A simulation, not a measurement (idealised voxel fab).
voxel tone inversion: a process module
Pictured: cross-section cut, 245 nm wide, on a grid of 5 nm square cells.
We lay out every cross-section as a grid of square cells and spell it out in bands from the top down, where one band means one or more rows of cells. For a band, the entry starts with two heights in nm, that of the top and then that of the bottom, and carries on with the band's materials in order from left to right, each alongside its width in nm; the word "all across" beside a single material means it fills the band edge to edge, and "air" means empty space. Heights are expressed relative to 0, this being the level below which the as-received wafer comprises one material exclusively. The lowest band is unbounded in the downward direction and is denoted as in "0 and below". A two-number width, for instance "30->40", indicates that the width is equal to the first number in the top row of the band and to the second number in the bottom row, and that it changes by a constant amount per row of cells. Step note "everything unchanged" = no cross-section cell changed. Empty spaces counting at least 8 cells and having no open way to the top are listed in "Sealed internal cavities". The notation width x height at distance is used for each, the distance being from the left edge and all three values in nm. It should be noted that, on the line of a given step, the content following the step's settings is a remark produced by the simulator itself with respect to that step. "overlay nm", when on a step's line for a step with a mask, measures how far to the right of its planned place the mask lay; a negative measure means to the left.

## Planned process steps
| 1 | RECEIVE [material Si] |
| 2 | CONFORMAL_DEP [material SiN] [thk nm 10] |
| 3 | DIRECTIONAL_DEP [material polySi] [thk nm 15] |
| 4 | PATTERN [tone cover] [mask id POSTS] [material resist] [width nm 20] [pitch nm 45] [thk nm 20] [overlay nm 0] |
| 5 | DIRECTIONAL_ETCH [etch materials polySi] [depth nm 15] |
| 6 | STRIP [etch materials resist] |
| 7 | FILL_DEP [material SiO2] [thk nm 10] |
| 8 | CMP [height nm 25] |
| 9 | STRIP [etch materials polySi] |
| 10 | CONFORMAL_DEP [material TiN] [thk nm 5] |
| 11 | FILL_DEP [material Cu] [thk nm 5] |
| 12 | CMP [height nm 25] |
| 13 | CONFORMAL_DEP [material SiCN] [thk nm 5] |

## This is the cross-section of the wafer as we received it, i.e. after step 1
0 and below: Si all across
Sealed internal cavities: none

## Cross-sectional result after module completion. Note: starting condition and plan are unchanged from above; one processing mistake was made
30 down to 25: SiCN all across
25 down to 15: SiN all across
15 down to 0: polySi all across
0 and below: Si all across
Sealed internal cavities: none
Short version of what went wrong: plan vs actual: 2 and 3 interchanged
